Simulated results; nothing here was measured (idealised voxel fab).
process module | voxel transistor to metal
cross-section cut | 215 nm wide | cells 5 nm
A cross-section is a grid of square cells, given in bands from the top down. A band is one or more rows of cells.
Each band's line starts with the height of the band's top and of its bottom, in nm. Then come its materials from left to right, each with its width in nm. One material with "throughout" fills the band from edge to edge. "air" is empty space.
Height 0 is the level under which the wafer as received is all one material. The lowest band goes on downwards, as in "0 down".
A width such as "30 to 40" changes by the same amount from each row of cells to the next, from the band's top row to its bottom row.
"no change" after a step means that no cell of the cross-section changed.
closed voids: empty space of 8 cells or more with no open way to the top, each as width x height at its distance from the left edge, in nm
after a step's settings: what the simulator itself notes on the step
overlay nm, on a step with a mask: how far to the right of its planned place the mask lay; to the left if negative
plan
1 op RECEIVE | material Si
2 op CONFORMAL_DEP | material SiO2 | thk nm 5
3 op CONFORMAL_DEP | material SiN | thk nm 15
4 op PATTERN | tone cover | mask id ACTIVE | material resist | width nm 110 | thk nm 15 | overlay nm 0
5 op DIRECTIONAL_ETCH | etch materials SiN | depth nm 15
6 op DIRECTIONAL_ETCH | etch materials SiO2 | depth nm 5
7 op DIRECTIONAL_ETCH | etch materials Si | depth nm 20
8 op STRIP | etch materials resist
9 op OXIDIZE | depth nm 5
10 op FILL_DEP | material SiO2 | thk nm 15
11 op CMP | height nm 20
12 op SELECTIVE_ETCH | etch materials SiO2 | depth nm 10
13 op STRIP | etch materials SiN
14 op SELECTIVE_ETCH | etch materials SiO2 | depth nm 5
15 op OXIDIZE | depth nm 5
16 op DIRECTIONAL_DEP | material polySi | thk nm 25
17 op DIRECTIONAL_DEP | material SiCN | thk nm 10
18 op MASKED_ETCH | tone cover | mask id GATE | width nm 20 | etch materials SiCN | depth nm 20 | overlay nm 0
19 op MASKED_ETCH | tone cover | mask id GATE | width nm 20 | etch materials polySi | depth nm 35 | overlay nm 0
20 op CONFORMAL_DEP | material SiO2 | thk nm 5
21 op DIRECTIONAL_ETCH | etch materials SiO2 | depth nm 5
22 op CONFORMAL_DEP | material SiN | thk nm 5
23 op DIRECTIONAL_ETCH | etch materials SiN | depth nm 5
24 op DIRECTIONAL_ETCH | etch materials SiO2 | depth nm 5
25 op DIRECTIONAL_ETCH | etch materials Si | depth nm 10
26 op EPI | material SiGe | thk nm 15
27 op FILL_DEP | material SiO2 | thk nm 5
28 op CMP | height nm 35
29 op DIRECTIONAL_DEP | material SiO2 | thk nm 15
30 op DIRECTIONAL_DEP | material aC | thk nm 10
31 op PATTERN | tone open | mask id CONTACT | material resist | width nm 20 | pitch nm 70 | thk nm 30 | overlay nm 0
32 op DIRECTIONAL_ETCH | etch materials aC | depth nm 10
33 op STRIP | etch materials resist
34 op DIRECTIONAL_ETCH | etch materials SiO2 | depth nm 50
35 op STRIP | etch materials aC
36 op CONFORMAL_DEP | material TiN | thk nm 5
37 op FILL_DEP | material W | thk nm 10
38 op CMP | height nm 50
39 op DIRECTIONAL_DEP | material TiN | thk nm 5
40 op DIRECTIONAL_DEP | material Ru | thk nm 25
41 op DIRECTIONAL_DEP | material aC | thk nm 15
42 op PATTERN | tone cover | mask id METAL_1 | material resist | width nm 20 | pitch nm 70 | thk nm 35 | overlay nm 0
43 op DIRECTIONAL_ETCH | etch materials aC | depth nm 15
44 op STRIP | etch materials resist
45 op DIRECTIONAL_ETCH | etch materials Ru | depth nm 25
46 op DIRECTIONAL_ETCH | etch materials TiN | depth nm 5
47 op STRIP | etch materials aC
48 op FILL_DEP | material lowk | thk nm 10
49 op CMP | height nm 80
50 op CONFORMAL_DEP | material SiCN | thk nm 5
as received, after step 1
  0 down: Si throughout
  closed voids: none
a wafer at the end: this start, this plan, one mistake
  85 to 80: SiN throughout
  80 to 55: lowk 60 | Ru 20 | lowk 50 | Ru 20 | lowk 65
  55 to 50: lowk 60 | TiN 20 | lowk 50 | TiN 20 | lowk 65
  50 to 35: SiO2 60 | TiN 5 | W 10 | TiN 5 | SiO2 50 | TiN 5 | W 10 | TiN 5 | SiO2 65
  35 to 25: SiO2 60 | TiN 5 | W 10 | TiN 5 | SiO2 5 | SiN 5 | SiO2 5 | SiCN 20 | SiO2 5 | SiN 5 | SiO2 5 | TiN 5 | W 10 | TiN 5 | SiO2 65
  25 to 15: SiO2 60 | TiN 5 | W 10 | TiN 5 | SiO2 5 | SiN 5 | SiO2 5 | polySi 20 | SiO2 5 | SiN 5 | SiO2 5 | TiN 5 | W 10 | TiN 5 | SiO2 65
  15 to 10: SiO2 60 | TiN 20 | SiO2 5 | SiN 5 | SiO2 5 | polySi 20 | SiO2 5 | SiN 5 | SiO2 5 | TiN 20 | SiO2 65
  10 to 5: SiO2 60 | TiN 10 | SiGe 15 | SiN 5 | SiO2 5 | polySi 20 | SiO2 5 | SiN 5 | SiGe 15 | TiN 10 | SiO2 65
  5 to 0: SiO2 50 | SiN 5 | SiO2 5 | TiN 10 | SiGe 15 | SiN 5 | SiO2 5 | polySi 20 | SiO2 5 | SiN 5 | SiGe 15 | TiN 10 | SiO2 5 | SiN 5 | SiO2 55
  0 to -5: SiO2 55 | SiGe 30 | SiO2 40 | SiGe 30 | SiO2 60
  -5 to -15: SiO2 55 | SiGe 30 | Si 40 | SiGe 30 | SiO2 60
  -15 to -25: SiO2 55 | Si 100 | SiO2 60
  -25 down: Si throughout
  closed voids: none
what went wrong: step 50 ran as: op CONFORMAL_DEP | material SiN | thk nm 5
